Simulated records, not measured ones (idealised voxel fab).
The document below concerns the process module designated voxel capacitor over wiring.
Shown is cross-section cut, with a width of 180 nm and square cells of size 5 nm.
Throughout this document, each cross-section is represented as a grid of square cells and is presented as a sequence of bands enumerated from the top downward, where a band comprises one or more rows of cells. Top height, bottom height, nm. Materials left to right, width each, nm. Single material + "throughout" = fills band edge to edge. "empty" = empty. For the purposes of this specification, 0 denotes the height below which the wafer in its as-received condition is composed wholly of one material, and the lowermost band, lacking a lower limit, extends downward without end, as expressed in "0 nm and below". The expression "30->40" gives the width at the extremes of the band, the first number at its top row of cells and the second at its bottom row, with the width changing by equal amounts from each row to the next in between. A step reported as "nothing different" is a step in which no cell of the cross-section changed. Closed-off voids of 8+ cells (no open route to the top) go in "Sealed internal cavities", written width x height at distance from the left edge, in nm. Past the settings on a step's line: simulator remark, on that step. overlay nm: right-of-plan distance of the mask on a masked step; negative values mean left-of-plan.
INTENDED PROCESS STEPS
1 RECEIVE with material Si
2 CONFORMAL_DEP with material SiO2, thk nm 10
3 CONFORMAL_DEP with material SiN, thk nm 5
4 DIRECTIONAL_DEP with material lowk, thk nm 15
5 DIRECTIONAL_DEP with material aC, thk nm 10
6 PATTERN with tone open, mask id METAL_1, material resist, width nm 20, pitch nm 80, thk nm 30, overlay nm 0
7 DIRECTIONAL_ETCH with etch materials aC, depth nm 10
8 STRIP with etch materials resist
9 DIRECTIONAL_ETCH with etch materials lowk, depth nm 15
10 DIRECTIONAL_ETCH with etch materials SiN, depth nm 5
11 STRIP with etch materials aC
12 CONFORMAL_DEP with material TiN, thk nm 5
13 FILL_DEP with material W, thk nm 10
14 CMP with height nm 30
15 EPI with material Ru, thk nm 5
16 FILL_DEP with material SiCN, thk nm 5
17 DIRECTIONAL_DEP with material lowk, thk nm 20
18 MASKED_ETCH with tone open, mask id PLUG_1, width nm 15, etch materials lowk, depth nm 20, overlay nm 0
19 MASKED_ETCH with tone open, mask id PLUG_1, width nm 15, etch materials SiCN, depth nm 5, overlay nm 0
20 CONFORMAL_DEP with material TiN, thk nm 5
21 FILL_DEP with material Cu, thk nm 10
22 CMP with height nm 60
23 DIRECTIONAL_DEP with material TiN, thk nm 10
24 DIRECTIONAL_DEP with material Al2O3, thk nm 5
25 DIRECTIONAL_DEP with material TiN, thk nm 10
26 DIRECTIONAL_DEP with material aC, thk nm 10
27 PATTERN with tone cover, mask id UPPER_PLATE, material resist, width nm 65, thk nm 30, overlay nm 0
28 DIRECTIONAL_ETCH with etch materials aC, depth nm 10
29 STRIP with etch materials resist
30 DIRECTIONAL_ETCH with etch materials TiN, depth nm 10
31 DIRECTIONAL_ETCH with etch materials Al2O3, depth nm 5
32 STRIP with etch materials aC
33 DIRECTIONAL_DEP with material aC, thk nm 15
34 PATTERN with tone cover, mask id LOWER_PLATE, material resist, width nm 75, thk nm 30, overlay nm 0
35 DIRECTIONAL_ETCH with etch materials aC, depth nm 15
36 STRIP with etch materials resist
37 DIRECTIONAL_ETCH with etch materials TiN, depth nm 10
38 STRIP with etch materials aC
39 FILL_DEP with material SiO2, thk nm 15
40 CMP with height nm 95
41 MASKED_ETCH with tone open, mask id PLUG_2, width nm 15, etch materials SiO2, depth nm 10, overlay nm 0
42 CONFORMAL_DEP with material TiN, thk nm 5
43 FILL_DEP with material W, thk nm 10
44 CMP with height nm 95
45 CONFORMAL_DEP with material SiCN, thk nm 5
INCOMING WAFER, CROSS-SECTIONAL VIEW, POST STEP 1
  0 nm and below: Si throughout
  Sealed internal cavities: none
CROSS-SECTIONAL VIEW OF THE FIRST OF THE TWO WAFERS UPON COMPLETION OF THE MODULE, PROCESSED IN ACCORDANCE WITH THE PLAN
  100 nm to 95 nm: SiCN throughout
  95 nm to 90 nm: SiO2: 55, TiN: 5, W: 5, TiN: 5, SiO2: 110
  90 nm to 85 nm: SiO2: 55, TiN: 15, SiO2: 110
  85 nm to 75 nm: SiO2: 45, TiN: 65, SiO2: 70
  75 nm to 70 nm: SiO2: 45, Al2O3: 65, SiO2: 70
  70 nm to 60 nm: SiO2: 40, TiN: 75, SiO2: 65
  60 nm to 40 nm: lowk: 45, TiN: 5, Cu: 5, TiN: 5, lowk: 120
  40 nm to 35 nm: SiCN: 45, TiN: 15, SiCN: 120
  35 nm to 30 nm: SiCN: 35, Ru: 30, SiCN: 50, Ru: 30, SiCN: 35
  30 nm to 15 nm: lowk: 40, TiN: 5, W: 10, TiN: 5, lowk: 60, TiN: 5, W: 10, TiN: 5, lowk: 40
  15 nm to 10 nm: SiN: 40, TiN: 20, SiN: 60, TiN: 20, SiN: 40
  10 nm to 0 nm: SiO2 throughout
  0 nm and below: Si throughout
  Sealed internal cavities: none
CROSS-SECTION, SECOND WAFER: SAME START AS THE FIRST, SAME PLAN AS THE FIRST, ONE MISTAKE IN RUNNING IT; TAKEN AT THE END OF THE MODULE
  115 nm to 110 nm: SiCN throughout
  110 nm to 100 nm: W throughout
  100 nm to 95 nm: TiN: 60, W: 5, TiN: 115
  95 nm to 90 nm: SiO2: 55, TiN: 5, W: 5, TiN: 5, SiO2: 110
  90 nm to 85 nm: SiO2: 55, TiN: 15, SiO2: 110
  85 nm to 75 nm: SiO2: 45, TiN: 65, SiO2: 70
  75 nm to 70 nm: SiO2: 45, Al2O3: 65, SiO2: 70
  70 nm to 60 nm: SiO2: 40, TiN: 75, SiO2: 65
  60 nm to 40 nm: lowk: 45, TiN: 5, Cu: 5, TiN: 5, lowk: 120
  40 nm to 35 nm: SiCN: 45, TiN: 15, SiCN: 120
  35 nm to 30 nm: SiCN: 35, Ru: 30, SiCN: 50, Ru: 30, SiCN: 35
  30 nm to 15 nm: lowk: 40, TiN: 5, W: 10, TiN: 5, lowk: 60, TiN: 5, W: 10, TiN: 5, lowk: 40
  15 nm to 10 nm: SiN: 40, TiN: 20, SiN: 60, TiN: 20, SiN: 40
  10 nm to 0 nm: SiO2 throughout
  0 nm and below: Si throughout
  Sealed internal cavities: none
what went wrong: step 44 was left out
The final cell counts differ between the wafers, with the second having more or fewer of some materials than the first: TiN +35; W +73
